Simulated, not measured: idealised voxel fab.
Proc. module: voxel capacitor over wiring
160 nm wide, 5 nm square cells: that's cross-section cut.
Cross-section = grid of square cells, listed top down in bands; band = one or more rows.
What a band's entry tells you: where the top is and where the bottom is, as heights in nm, and after that what lies inside, material by material from left to right, each with its width in nm. Empty space is written as the word "blank", and a single material marked with the word "full width" occupies the band from edge to edge.
Height is counted from the level 0, under which the received wafer is composed throughout of one material. The lowest of the bands is not closed at the bottom but continues downward, in the notation "0 nm and below".
It should be noted that a width expressed as "30 to 40" varies in equal increments from row to row of cells within the band, taking the value of the first number at the top row and that of the second number at the bottom row.
Given "no modifications" for a step, no cell of the cross-section differs between before and after that step.
"Entrapped voids" means: voids of 8 cells or more that are shut off from the top with no open way through. Written width x height at distance, distance from the left edge, in nm.
On a step's line, text after the settings is the simulator commenting on that step.
The line of a step may include "overlay nm". On a step with a mask, this value is how far to the right of its planned place the mask lay. A negative value means the mask lay to the left.
Below you will find pairs of cross-sections. In each, one shows the wafer before one process step and the other after it, with the after view ending at the lowest band that changed. Under each pair is the step separating them, along with its settings. Do not assume the pairs form a chain: they can come from different runs of this module on the same starting wafer, and a pair continues from the pair above it only when its "Preceding state" entry says so.
PRECEDING STATE
  90 nm to 80 nm = SiO2 full width
  80 nm to 70 nm = SiO2 30; TiN 70; SiO2 60
  70 nm to 65 nm = SiO2 30; HfO2 70; SiO2 60
  65 nm to 60 nm = SiO2 25; TiN 80; SiO2 55
  60 nm to 45 nm = lowk 30; Ru 15; lowk 115
  45 nm to 40 nm = SiCN 30; Ru 15; SiCN 115
  40 nm to 15 nm = lowk 25; Ru 20; lowk 65; Ru 20; lowk 30
  15 nm to 10 nm = lowk 25; TiN 20; lowk 65; TiN 20; lowk 30
  10 nm to 0 nm = SiO2 full width
  0 nm and below = Si full width
  Entrapped voids: none
STRUCTURE AFTER STEP
  90 nm to 80 nm = SiO2 35; blank 15; SiO2 110
  Whatever lies below 80 is exactly as it was before.
  Entrapped voids: none
Between before and after as drawn above: MASKED_ETCH,tone open,mask id PLUG_2,width nm 15,etch materials SiO2,depth nm 10,overlay nm -5
Preceding state: taken from the pair above, after panel.
STRUCTURE AFTER STEP
  95 nm to 90 nm = TiN 40; blank 5; TiN 115
  90 nm to 85 nm = SiO2 35; TiN 5; blank 5; TiN 5; SiO2 110
  85 nm to 80 nm = SiO2 35; TiN 15; SiO2 110
  Whatever lies below 80 is exactly as it was before.
  Entrapped voids: none
Between before and after as drawn above: CONFORMAL_DEP,material TiN,thk nm 5
Preceding state: taken from the pair above, after panel.
STRUCTURE AFTER STEP
  105 nm to 95 nm = Ru full width
  95 nm to 90 nm = TiN 40; Ru 5; TiN 115
  90 nm to 85 nm = SiO2 35; TiN 5; Ru 5; TiN 5; SiO2 110
  Whatever lies below 85 is exactly as it was before.
  Entrapped voids: none
Between before and after as drawn above: FILL_DEP,material Ru,thk nm 10
Preceding state: taken from the pair above, after panel.
STRUCTURE AFTER STEP
  90 nm to 85 nm = SiO2 35; TiN 5; Ru 5; TiN 5; SiO2 110
  Whatever lies below 85 is exactly as it was before.
  Entrapped voids: none
Between before and after as drawn above: CMP,height nm 90
Preceding state: taken from the pair above, after panel.
STRUCTURE AFTER STEP
  95 nm to 90 nm = SiCN full width
  Whatever lies below 90 is exactly as it was before.
  Entrapped voids: none
Between before and after as drawn above: CONFORMAL_DEP,material SiCN,thk nm 5
PRECEDING STATE
  0 nm and below = Si full width
  Entrapped voids: none
STRUCTURE AFTER STEP
  10 nm to 0 nm = SiCN full width
  Whatever lies below 0 is exactly as it was before.
  Entrapped voids: none
Between before and after as drawn above: CONFORMAL_DEP,material SiCN,thk nm 10
Preceding state: taken from the pair above, after panel.
STRUCTURE AFTER STEP
  15 nm to 10 nm = TiN full width
  Whatever lies below 10 is exactly as it was before.
  Entrapped voids: none
Between before and after as drawn above: DIRECTIONAL_DEP,material TiN,thk nm 5
Preceding state: taken from the pair above, after panel.
STRUCTURE AFTER STEP
  40 nm to 15 nm = Ru full width
  Whatever lies below 15 is exactly as it was before.
  Entrapped voids: none
Between before and after as drawn above: DIRECTIONAL_DEP,material Ru,thk nm 25
Preceding state: taken from the pair above, after panel.
STRUCTURE AFTER STEP
  50 nm to 40 nm = aC full width
  Whatever lies below 40 is exactly as it was before.
  Entrapped voids: none
Between before and after as drawn above: DIRECTIONAL_DEP,material aC,thk nm 10
Preceding state: taken from the pair above, after panel.
STRUCTURE AFTER STEP
  80 nm to 50 nm = blank 25; resist 20; blank 65; resist 20; blank 30
  Whatever lies below 50 is exactly as it was before.
  Entrapped voids: none
Between before and after as drawn above: PATTERN,tone cover,mask id METAL_1,material resist,width nm 20,pitch nm 85,thk nm 30,overlay nm 0
Preceding state: taken from the pair above, after panel.
STRUCTURE AFTER STEP
  70 nm to 50 nm = blank 25; resist 20; blank 65; resist 20; blank 30
  50 nm to 40 nm = blank 25; aC 20; blank 65; aC 20; blank 30
  Whatever lies below 40 is exactly as it was before.
  Entrapped voids: none
Between before and after as drawn above: DIRECTIONAL_ETCH,etch materials aC,depth nm 10
Preceding state: taken from the pair above, after panel.
STRUCTURE AFTER STEP
  50 nm to 40 nm = blank 25; aC 20; blank 65; aC 20; blank 30
  Whatever lies below 40 is exactly as it was before.
  Entrapped voids: none
Between before and after as drawn above: STRIP,etch materials resist
Preceding state: taken from the pair above, after panel.
STRUCTURE AFTER STEP
  50 nm to 40 nm = blank 25; aC 20; blank 65; aC 20; blank 30
  40 nm to 15 nm = blank 25; Ru 20; blank 65; Ru 20; blank 30
  Whatever lies below 15 is exactly as it was before.
  Entrapped voids: none
Between before and after as drawn above: DIRECTIONAL_ETCH,etch materials Ru,depth nm 25
Preceding state: taken from the pair above, after panel.
STRUCTURE AFTER STEP
  50 nm to 40 nm = blank 25; aC 20; blank 65; aC 20; blank 30
  40 nm to 15 nm = blank 25; Ru 20; blank 65; Ru 20; blank 30
  15 nm to 10 nm = blank 25; TiN 20; blank 65; TiN 20; blank 30
  Whatever lies below 10 is exactly as it was before.
  Entrapped voids: none
Between before and after as drawn above: DIRECTIONAL_ETCH,etch materials TiN,depth nm 5
Preceding state: taken from the pair above, after panel.
STRUCTURE AFTER STEP
  40 nm to 15 nm = blank 25; Ru 20; blank 65; Ru 20; blank 30
  Whatever lies below 15 is exactly as it was before.
  Entrapped voids: none
Between before and after as drawn above: STRIP,etch materials aC
Preceding state: taken from the pair above, after panel.
STRUCTURE AFTER STEP
  50 nm to 40 nm = lowk full width
  40 nm to 15 nm = lowk 25; Ru 20; lowk 65; Ru 20; lowk 30
  15 nm to 10 nm = lowk 25; TiN 20; lowk 65; TiN 20; lowk 30
  Whatever lies below 10 is exactly as it was before.
  Entrapped voids: none
Between before and after as drawn above: FILL_DEP,material lowk,thk nm 10
Preceding state: taken from the pair above, after panel.
STRUCTURE AFTER STEP
  40 nm to 15 nm = lowk 25; Ru 20; lowk 65; Ru 20; lowk 30
  Whatever lies below 15 is exactly as it was before.
  Entrapped voids: none
Between before and after as drawn above: CMP,height nm 40
Preceding state: taken from the pair above, after panel.
STRUCTURE AFTER STEP
  45 nm to 40 nm = SiCN full width
  Whatever lies below 40 is exactly as it was before.
  Entrapped voids: none
Between before and after as drawn above: CONFORMAL_DEP,material SiCN,thk nm 5
Preceding state: taken from the pair above, after panel.
STRUCTURE AFTER STEP
  60 nm to 45 nm = lowk full width
  Whatever lies below 45 is exactly as it was before.
  Entrapped voids: none
Between before and after as drawn above: DIRECTIONAL_DEP,material lowk,thk nm 15
Preceding state: taken from the pair above, after panel.
STRUCTURE AFTER STEP
  75 nm to 60 nm = resist 30; blank 15; resist 115
  Whatever lies below 60 is exactly as it was before.
  Entrapped voids: none
Between before and after as drawn above: PATTERN,tone open,mask id PLUG_1,material resist,width nm 15,thk nm 15,overlay nm 0
Preceding state: taken from the pair above, after panel.
STRUCTURE AFTER STEP
  75 nm to 60 nm = resist 30; blank 15; resist 115
  60 nm to 45 nm = lowk 30; blank 15; lowk 115
  Whatever lies below 45 is exactly as it was before.
  Entrapped voids: none
Between before and after as drawn above: DIRECTIONAL_ETCH,etch materials lowk,depth nm 15
Preceding state: taken from the pair above, after panel.
STRUCTURE AFTER STEP
  75 nm to 60 nm = resist 30; blank 15; resist 115
  60 nm to 45 nm = lowk 30; blank 15; lowk 115
  45 nm to 40 nm = SiCN 30; blank 15; SiCN 115
  Whatever lies below 40 is exactly as it was before.
  Entrapped voids: none
Between before and after as drawn above: DIRECTIONAL_ETCH,etch materials SiCN,depth nm 5
Preceding state: taken from the pair above, after panel.
STRUCTURE AFTER STEP
  60 nm to 45 nm = lowk 30; blank 15; lowk 115
  Whatever lies below 45 is exactly as it was before.
  Entrapped voids: none
Between before and after as drawn above: STRIP,etch materials resist
Preceding state: taken from the pair above, after panel.
STRUCTURE AFTER STEP
  60 nm to 50 nm = lowk 30; blank 15; lowk 115
  50 nm to 45 nm = lowk 30; Ru 15; lowk 115
  45 nm to 40 nm = SiCN 30; Ru 15; SiCN 115
  Whatever lies below 40 is exactly as it was before.
  Entrapped voids: none
Between before and after as drawn above: EPI,material Ru,thk nm 10
Preceding state: taken from the pair above, after panel.
STRUCTURE AFTER STEP
  60 nm to 45 nm = lowk 30; Ru 15; lowk 115
  Whatever lies below 45 is exactly as it was before.
  Entrapped voids: none
Between before and after as drawn above: EPI,material Ru,thk nm 10
Preceding state: taken from the pair above, after panel.
STRUCTURE AFTER STEP
  65 nm to 60 nm = TiN full width
  Whatever lies below 60 is exactly as it was before.
  Entrapped voids: none
Between before and after as drawn above: DIRECTIONAL_DEP,material TiN,thk nm 5
Preceding state: taken from the pair above, after panel.
STRUCTURE AFTER STEP
  70 nm to 65 nm = HfO2 full width
  Whatever lies below 65 is exactly as it was before.
  Entrapped voids: none
Between before and after as drawn above: DIRECTIONAL_DEP,material HfO2,thk nm 5
Preceding state: taken from the pair above, after panel.
STRUCTURE AFTER STEP
  80 nm to 70 nm = TiN full width
  Whatever lies below 70 is exactly as it was before.
  Entrapped voids: none
Between before and after as drawn above: DIRECTIONAL_DEP,material TiN,thk nm 10
Preceding state: taken from the pair above, after panel.
STRUCTURE AFTER STEP
  95 nm to 80 nm = blank 30; resist 70; blank 60
  Whatever lies below 80 is exactly as it was before.
  Entrapped voids: none
Between before and after as drawn above: PATTERN,tone cover,mask id UPPER_PLATE,material resist,width nm 70,thk nm 15,overlay nm 0
Preceding state: taken from the pair above, after panel.
STRUCTURE AFTER STEP
  95 nm to 80 nm = blank 30; resist 70; blank 60
  80 nm to 70 nm = blank 30; TiN 70; blank 60
  Whatever lies below 70 is exactly as it was before.
  Entrapped voids: none
Between before and after as drawn above: DIRECTIONAL_ETCH,etch materials TiN,depth nm 10
Preceding state: taken from the pair above, after panel.
STRUCTURE AFTER STEP
  95 nm to 80 nm = blank 30; resist 70; blank 60
  80 nm to 70 nm = blank 30; TiN 70; blank 60
  70 nm to 65 nm = blank 30; HfO2 70; blank 60
  Whatever lies below 65 is exactly as it was before.
  Entrapped voids: none
Between before and after as drawn above: DIRECTIONAL_ETCH,etch materials HfO2,depth nm 5
Preceding state: taken from the pair above, after panel.
STRUCTURE AFTER STEP
  80 nm to 70 nm = blank 30; TiN 70; blank 60
  Whatever lies below 70 is exactly as it was before.
  Entrapped voids: none
Between before and after as drawn above: STRIP,etch materials resist
Preceding state: taken from the pair above, after panel.
STRUCTURE AFTER STEP
  95 nm to 80 nm = blank 30; aC 70; blank 60
  80 nm to 70 nm = aC 30; TiN 70; aC 60
  70 nm to 65 nm = aC 30; HfO2 70; aC 60
  Whatever lies below 65 is exactly as it was before.
  Entrapped voids: none
Between before and after as drawn above: DIRECTIONAL_DEP,material aC,thk nm 15
Preceding state: taken from the pair above, after panel.
STRUCTURE AFTER STEP
  130 nm to 95 nm = blank 25; resist 80; blank 55
  95 nm to 80 nm = blank 25; resist 5; aC 70; resist 5; blank 55
  Whatever lies below 80 is exactly as it was before.
  Entrapped voids: none
Between before and after as drawn above: PATTERN,tone cover,mask id LOWER_PLATE,material resist,width nm 80,thk nm 35,overlay nm 0
Preceding state: taken from the pair above, after panel.
STRUCTURE AFTER STEP
  115 nm to 95 nm = blank 25; resist 80; blank 55
  95 nm to 80 nm = blank 25; resist 5; aC 70; resist 5; blank 55
  80 nm to 70 nm = blank 25; aC 5; TiN 70; aC 5; blank 55
  70 nm to 65 nm = blank 25; aC 5; HfO2 70; aC 5; blank 55
  Whatever lies below 65 is exactly as it was before.
  Entrapped voids: none
Between before and after as drawn above: DIRECTIONAL_ETCH,etch materials aC,depth nm 15
Preceding state: taken from the pair above, after panel.
STRUCTURE AFTER STEP
  95 nm to 80 nm = blank 30; aC 70; blank 60
  Whatever lies below 80 is exactly as it was before.
  Entrapped voids: none
Between before and after as drawn above: STRIP,etch materials resist
Preceding state: taken from the pair above, after panel.
STRUCTURE AFTER STEP
  95 nm to 80 nm = blank 30; aC 70; blank 60
  80 nm to 70 nm = blank 25; aC 5; TiN 70; aC 5; blank 55
  70 nm to 65 nm = blank 25; aC 5; HfO2 70; aC 5; blank 55
  65 nm to 60 nm = blank 25; TiN 80; blank 55
  Whatever lies below 60 is exactly as it was before.
  Entrapped voids: none
Between before and after as drawn above: DIRECTIONAL_ETCH,etch materials TiN,depth nm 5
Preceding state: taken from the pair above, after panel.
STRUCTURE AFTER STEP
  80 nm to 70 nm = blank 30; TiN 70; blank 60
  70 nm to 65 nm = blank 30; HfO2 70; blank 60
  Whatever lies below 65 is exactly as it was before.
  Entrapped voids: none
Between before and after as drawn above: STRIP,etch materials aC
Preceding state: taken from the pair above, after panel.
STRUCTURE AFTER STEP
  95 nm to 80 nm = SiO2 full width
  80 nm to 70 nm = SiO2 30; TiN 70; SiO2 60
  70 nm to 65 nm = SiO2 30; HfO2 70; SiO2 60
  65 nm to 60 nm = SiO2 25; TiN 80; SiO2 55
  Whatever lies below 60 is exactly as it was before.
  Entrapped voids: none
Between before and after as drawn above: FILL_DEP,material SiO2,thk nm 15
Preceding state: taken from the pair above, after panel.
STRUCTURE AFTER STEP
  90 nm to 80 nm = SiO2 full width
  Whatever lies below 80 is exactly as it was before.
  Entrapped voids: none
Between before and after as drawn above: CMP,height nm 90
Preceding state: taken from the pair above, after panel.
STRUCTURE AFTER STEP
  90 nm to 80 nm = SiO2 40; blank 15; SiO2 105
  Whatever lies below 80 is exactly as it was before.
  Entrapped voids: none
Between before and after as drawn above: MASKED_ETCH,tone open,mask id PLUG_2,width nm 15,etch materials SiO2,depth nm 10,overlay nm 0
Preceding state: taken from the pair above, after panel.
STRUCTURE AFTER STEP
  95 nm to 90 nm = TiN 45; blank 5; TiN 110
  90 nm to 85 nm = SiO2 40; TiN 5; blank 5; TiN 5; SiO2 105
  85 nm to 80 nm = SiO2 40; TiN 15; SiO2 105
  Whatever lies below 80 is exactly as it was before.
  Entrapped voids: none
Between before and after as drawn above: CONFORMAL_DEP,material TiN,thk nm 5
Preceding state: taken from the pair above, after panel.
STRUCTURE AFTER STEP
  105 nm to 95 nm = Ru full width
  95 nm to 90 nm = TiN 45; Ru 5; TiN 110
  90 nm to 85 nm = SiO2 40; TiN 5; Ru 5; TiN 5; SiO2 105
  Whatever lies below 85 is exactly as it was before.
  Entrapped voids: none
Between before and after as drawn above: FILL_DEP,material Ru,thk nm 10
Preceding state: taken from the pair above, after panel.
STRUCTURE AFTER STEP
  90 nm to 85 nm = SiO2 40; TiN 5; Ru 5; TiN 5; SiO2 105
  Whatever lies below 85 is exactly as it was before.
  Entrapped voids: none
Between before and after as drawn above: CMP,height nm 90
Preceding state: taken from the pair above, after panel.
STRUCTURE AFTER STEP
  95 nm to 90 nm = SiCN full width
  Whatever lies below 90 is exactly as it was before.
  Entrapped voids: none
Between before and after as drawn above: CONFORMAL_DEP,material SiCN,thk nm 5
PRECEDING STATE
  95 nm to 80 nm = blank 30; aC 70; blank 60
  80 nm to 70 nm = aC 30; TiN 70; aC 60
  70 nm to 65 nm = aC 30; HfO2 70; aC 60
  65 nm to 60 nm = TiN full width
  60 nm to 45 nm = lowk 30; Ru 15; lowk 115
  45 nm to 40 nm = SiCN 30; Ru 15; SiCN 115
  40 nm to 15 nm = lowk 25; Ru 20; lowk 65; Ru 20; lowk 30
  15 nm to 10 nm = lowk 25; TiN 20; lowk 65; TiN 20; lowk 30
  10 nm to 0 nm = SiO2 full width
  0 nm and below = Si full width
  Entrapped voids: none
STRUCTURE AFTER STEP
  130 nm to 95 nm = resist 25; blank 80; resist 55
  95 nm to 80 nm = resist 25; blank 5; aC 70; blank 5; resist 55
  Whatever lies below 80 is exactly as it was before.
  Entrapped voids: none
Between before and after as drawn above: PATTERN,tone open,mask id LOWER_PLATE,material resist,width nm 80,thk nm 35,overlay nm 0
Preceding state: taken from the pair above, after panel.
STRUCTURE AFTER STEP
  115 nm to 80 nm = resist 25; blank 80; resist 55
  80 nm to 70 nm = aC 25; blank 5; TiN 70; blank 5; aC 55
  70 nm to 65 nm = aC 25; blank 5; HfO2 70; blank 5; aC 55
  Whatever lies below 65 is exactly as it was before.
  Entrapped voids: none
Between before and after as drawn above: DIRECTIONAL_ETCH,etch materials aC,depth nm 15
Preceding state: taken from the pair above, after panel.
STRUCTURE AFTER STEP
  80 nm to 70 nm = aC 25; blank 5; TiN 70; blank 5; aC 55
  Whatever lies below 70 is exactly as it was before.
  Entrapped voids: none
Between before and after as drawn above: STRIP,etch materials resist
Preceding state: taken from the pair above, after panel.
STRUCTURE AFTER STEP
  80 nm to 75 nm = aC 25; blank 80; aC 55
  75 nm to 70 nm = aC 25; blank 5; TiN 70; blank 5; aC 55
  70 nm to 65 nm = aC 25; blank 5; HfO2 70; blank 5; aC 55
  65 nm to 60 nm = TiN 25; blank 5; TiN 70; blank 5; TiN 55
  Whatever lies below 60 is exactly as it was before.
  Entrapped voids: none
Between before and after as drawn above: DIRECTIONAL_ETCH,etch materials TiN,depth nm 5
Preceding state: taken from the pair above, after panel.
STRUCTURE AFTER STEP
  75 nm to 70 nm = blank 30; TiN 70; blank 60
  70 nm to 65 nm = blank 30; HfO2 70; blank 60
  Whatever lies below 65 is exactly as it was before.
  Entrapped voids: none
Between before and after as drawn above: STRIP,etch materials aC
Preceding state: taken from the pair above, after panel.
STRUCTURE AFTER STEP
  90 nm to 75 nm = SiO2 full width
  75 nm to 70 nm = SiO2 30; TiN 70; SiO2 60
  70 nm to 65 nm = SiO2 30; HfO2 70; SiO2 60
  65 nm to 60 nm = TiN 25; SiO2 5; TiN 70; SiO2 5; TiN 55
  Whatever lies below 60 is exactly as it was before.
  Entrapped voids: none
Between before and after as drawn above: FILL_DEP,material SiO2,thk nm 15
Preceding state: taken from the pair above, after panel.
STRUCTURE AFTER STEP
  90 nm to 80 nm = SiO2 40; blank 15; SiO2 105
  Whatever lies below 80 is exactly as it was before.
  Entrapped voids: none
Between before and after as drawn above: MASKED_ETCH,tone open,mask id PLUG_2,width nm 15,etch materials SiO2,depth nm 10,overlay nm 0
Preceding state: taken from the pair above, after panel.
STRUCTURE AFTER STEP
  95 nm to 90 nm = TiN 45; blank 5; TiN 110
  90 nm to 85 nm = SiO2 40; TiN 5; blank 5; TiN 5; SiO2 105
  85 nm to 80 nm = SiO2 40; TiN 15; SiO2 105
  Whatever lies below 80 is exactly as it was before.
  Entrapped voids: none
Between before and after as drawn above: CONFORMAL_DEP,material TiN,thk nm 5
Preceding state: taken from the pair above, after panel.
STRUCTURE AFTER STEP
  105 nm to 95 nm = Ru full width
  95 nm to 90 nm = TiN 45; Ru 5; TiN 110
  90 nm to 85 nm = SiO2 40; TiN 5; Ru 5; TiN 5; SiO2 105
  Whatever lies below 85 is exactly as it was before.
  Entrapped voids: none
Between before and after as drawn above: FILL_DEP,material Ru,thk nm 10
Preceding state: taken from the pair above, after panel.
STRUCTURE AFTER STEP
  90 nm to 85 nm = SiO2 40; TiN 5; Ru 5; TiN 5; SiO2 105
  Whatever lies below 85 is exactly as it was before.
  Entrapped voids: none
Between before and after as drawn above: CMP,height nm 90
Preceding state: taken from the pair above, after panel.
STRUCTURE AFTER STEP
  95 nm to 90 nm = SiCN full width
  Whatever lies below 90 is exactly as it was before.
  Entrapped voids: none
Between before and after as drawn above: CONFORMAL_DEP,material SiCN,thk nm 5
